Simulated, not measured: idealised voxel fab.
The following process module bears the name voxel capacitor over wiring.
The width of the displayed cross-section, cut, is 280 nm; its cells are square, with a size of 5 nm.
Cross-section, as written here: a square-cell grid given band by band from the top down, where a band holds one or more rows of cells.
Look at the band entry: it leads with the top's height and the bottom's height in nm. Then it lists the materials left to right, with a width in nm for each. The word "edge to edge" on a single material says that material fills the band edge to edge. The word "blank" is empty space.
Ref level 0: as-received wafer is one material below here. Bottom band extends down with no lower bound ("0 -> down").
A width given as "30..40" starts at the first number in the band's top row and ends at the second number in its bottom row, shifting by an equal amount at every step from row to row.
What does "nothing got changed" mean for a step? It means no cell of the cross-section changed in that step.
Empty spaces without an open route to the top, at least 8 cells in extent, make up the entry "Trapped void list"; each is given as width x height at distance, where the distance is measured from the left edge, and all are in nm.
Note: text after step settings on the step line = simulator remark on that step.
overlay nm: mask right of planned place by this much (step with mask). Neg. = left.
SO HERE'S THE LINEUP OF PROCESS STEPS WE PLANNED
1. RECEIVE,material Si
2. CONFORMAL_DEP,material SiO2,thk nm 10
3. DIRECTIONAL_DEP,material TiN,thk nm 5
4. DIRECTIONAL_DEP,material W,thk nm 20
5. PATTERN,tone cover,mask id METAL_1,material resist,width nm 20,pitch nm 75,thk nm 15,overlay nm 0
6. DIRECTIONAL_ETCH,etch materials W,depth nm 20
7. DIRECTIONAL_ETCH,etch materials TiN,depth nm 5
8. STRIP,etch materials resist
9. FILL_DEP,material lowk,thk nm 5
10. CMP,height nm 35
11. CONFORMAL_DEP,material SiCN,thk nm 5
12. DIRECTIONAL_DEP,material SiO2,thk nm 20
13. DIRECTIONAL_DEP,material aC,thk nm 15
14. PATTERN,tone open,mask id PLUG_1,material resist,width nm 15,thk nm 35,overlay nm 0
15. DIRECTIONAL_ETCH,etch materials aC,depth nm 15
16. STRIP,etch materials resist
17. DIRECTIONAL_ETCH,etch materials SiO2,depth nm 20
18. DIRECTIONAL_ETCH,etch materials SiCN,depth nm 5
19. STRIP,etch materials aC
20. EPI,material Ru,thk nm 10
21. EPI,material Ru,thk nm 10
22. EPI,material Ru,thk nm 5
23. DIRECTIONAL_DEP,material TiN,thk nm 5
24. DIRECTIONAL_DEP,material SiN,thk nm 5
25. DIRECTIONAL_DEP,material TiN,thk nm 5
26. PATTERN,tone cover,mask id UPPER_PLATE,material resist,width nm 60,thk nm 20,overlay nm 0
27. DIRECTIONAL_ETCH,etch materials TiN,depth nm 5
28. DIRECTIONAL_ETCH,etch materials SiN,depth nm 5
29. STRIP,etch materials resist
30. MASKED_ETCH,tone cover,mask id LOWER_PLATE,width nm 70,etch materials TiN,depth nm 5,overlay nm 0
31. FILL_DEP,material SiO2,thk nm 15
32. CMP,height nm 85
33. MASKED_ETCH,tone open,mask id PLUG_2,width nm 15,etch materials SiO2,depth nm 10,overlay nm 0
34. CONFORMAL_DEP,material TiN,thk nm 5
35. FILL_DEP,material Cu,thk nm 5
36. CMP,height nm 85
37. CONFORMAL_DEP,material SiCN,thk nm 5
THE CROSS-SECTION HERE SHOWS THE WAFER AS RECEIVED, I.E. IN ITS STATE AFTER STEP 1
> 0 -> down | Si edge to edge
> Trapped void list: none
LOOKING AT THE FIRST OF TWO WAFERS IN CROSS-SECTION AT END OF MODULE - RAN TO PLAN
> 90 -> 85 | SiCN edge to edge
> 85 -> 80 | SiO2: 105 | TiN: 5 | Cu: 5 | TiN: 5 | SiO2: 160
> 80 -> 70 | SiO2: 105..95 | TiN: 15..60 | SiO2: 160..125
> 70 -> 65 | SiO2: 95 | SiN: 60 | SiO2: 125
> 65 -> 60 | SiO2: 90 | TiN: 70 | SiO2: 120
> 60 -> 40 | SiO2: 95 | Ru: 15 | SiO2: 170
> 40 -> 35 | SiCN: 95 | Ru: 15 | SiCN: 170
> 35 -> 15 | lowk: 90 | W: 20 | lowk: 55 | W: 20 | lowk: 95
> 15 -> 10 | lowk: 90 | TiN: 20 | lowk: 55 | TiN: 20 | lowk: 95
> 10 -> 0 | SiO2 edge to edge
> 0 -> down | Si edge to edge
> Trapped void list: none
MODULE END: CROSS-SECTION OF WAFER TWO OF TWO. SAME START AND PROCESS PLAN AS THE FIRST WAFER. ONE MISTAKE DURING EXECUTION
> 90 -> 85 | SiCN edge to edge
> 85 -> 80 | SiO2: 95 | TiN: 25 | SiO2: 160
> 80 -> 75 | SiO2: 95 | SiN: 25 | SiO2: 160
> 75 -> 70 | SiO2: 90 | TiN: 65 | SiO2: 125
> 70 -> 65 | SiO2: 85 | Ru: 35 | SiN: 35 | SiO2: 125
> 65 -> 60 | SiO2: 85 | Ru: 35 | TiN: 40 | SiO2: 120
> 60 -> 40 | SiO2: 95 | Ru: 15 | SiO2: 170
> 40 -> 35 | SiCN: 95 | Ru: 15 | SiCN: 170
> 35 -> 15 | lowk: 90 | W: 20 | lowk: 55 | W: 20 | lowk: 95
> 15 -> 10 | lowk: 90 | TiN: 20 | lowk: 55 | TiN: 20 | lowk: 95
> 10 -> 0 | SiO2 edge to edge
> 0 -> down | Si edge to edge
> Trapped void list: none
Which mistake was made when the wafer was run? one of steps 20 and 21 got run twice, and since they're all the same there's no telling which
Final comparison by cell count, materials where the second wafer has more or fewer than the first: Cu -1; Ru +14; SiO2 -8; TiN -5
